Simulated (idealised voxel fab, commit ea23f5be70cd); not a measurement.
Process module name: voxel quadruple lines
This is section cut - it's 235 nm across, gridded in 5 nm square cells.
Cross-section layout: square cells on a grid; listed as bands, top to bottom; a band spans one or more cell rows. Band: top and bottom heights (nm) first, top before bottom; then materials from left to right, widths in nm. "everywhere" marks a sole material filling the band edge to edge. "blank" denotes empty space. Beneath 0, the wafer as received is one material, and that level is where height counting begins. The lowest band goes on downward without a bottom; it is written like "0 -> down". Per-row width for "30 to 40": begins at first number (top row of band), ends at second number (bottom row), increment between rows held constant. Step marked "no alteration"? Then no cell in the cross-section changed in it. In the "Enclosed void entries" entry, you get each enclosed empty space of 8 cells or more, one with no open way to the top, written width x height at distance, distance from the left edge, in nm. Anything after a step's settings on that line? It's the simulator's own note about the step. On any step carrying a mask, the "overlay nm" setting, if present on the step's line, tells how far right of its planned place the mask lay; negative values point to the left.

-- Process steps (planned)
| 1 | RECEIVE (material Si) |
| 2 | CONFORMAL_DEP (material SiO2; thk nm 5) |
| 3 | DIRECTIONAL_DEP (material Ru; thk nm 15) |
| 4 | DIRECTIONAL_DEP (material polySi; thk nm 15) |
| 5 | DIRECTIONAL_DEP (material aC; thk nm 25) |
| 6 | PATTERN (tone cover; mask id MANDREL; material resist; width nm 25; pitch nm 80; thk nm 35; overlay nm 0) |
| 7 | DIRECTIONAL_ETCH (etch materials aC; depth nm 25) |
| 8 | STRIP (etch materials resist) |
| 9 | CONFORMAL_DEP (material SiO2; thk nm 15) |
| 10 | DIRECTIONAL_ETCH (etch materials SiO2; depth nm 15) |
| 11 | STRIP (etch materials aC) |
| 12 | DIRECTIONAL_ETCH (etch materials polySi; depth nm 15) |
| 13 | STRIP (etch materials SiO2) |
| 14 | CONFORMAL_DEP (material SiCN; thk nm 5) |
| 15 | DIRECTIONAL_ETCH (etch materials SiCN; depth nm 5) |
| 16 | STRIP (etch materials polySi) |
| 17 | DIRECTIONAL_ETCH (etch materials Ru; depth nm 15) |
| 18 | STRIP (etch materials SiCN) |

-- Received-state cross-section, reflecting completion of step 1
    0 -> down: Si everywhere
    Enclosed void entries: none

-- Cross-section, end of module. Start: as above. Plan: as above. Execution: one mistake
    35 -> 20: 45 blank; 5 Ru; 15 blank; 5 Ru; 15 blank; 5 Ru; 15 blank; 5 Ru; 15 blank; 5 Ru; 15 blank; 5 Ru; 15 blank; 5 Ru; 15 blank; 5 Ru; 45 blank
    20 -> 5: Ru everywhere
    5 -> 0: SiO2 everywhere
    0 -> down: Si everywhere
    Enclosed void entries: none
Where did the run depart from the plan? execution of plan step 3 occurred twice
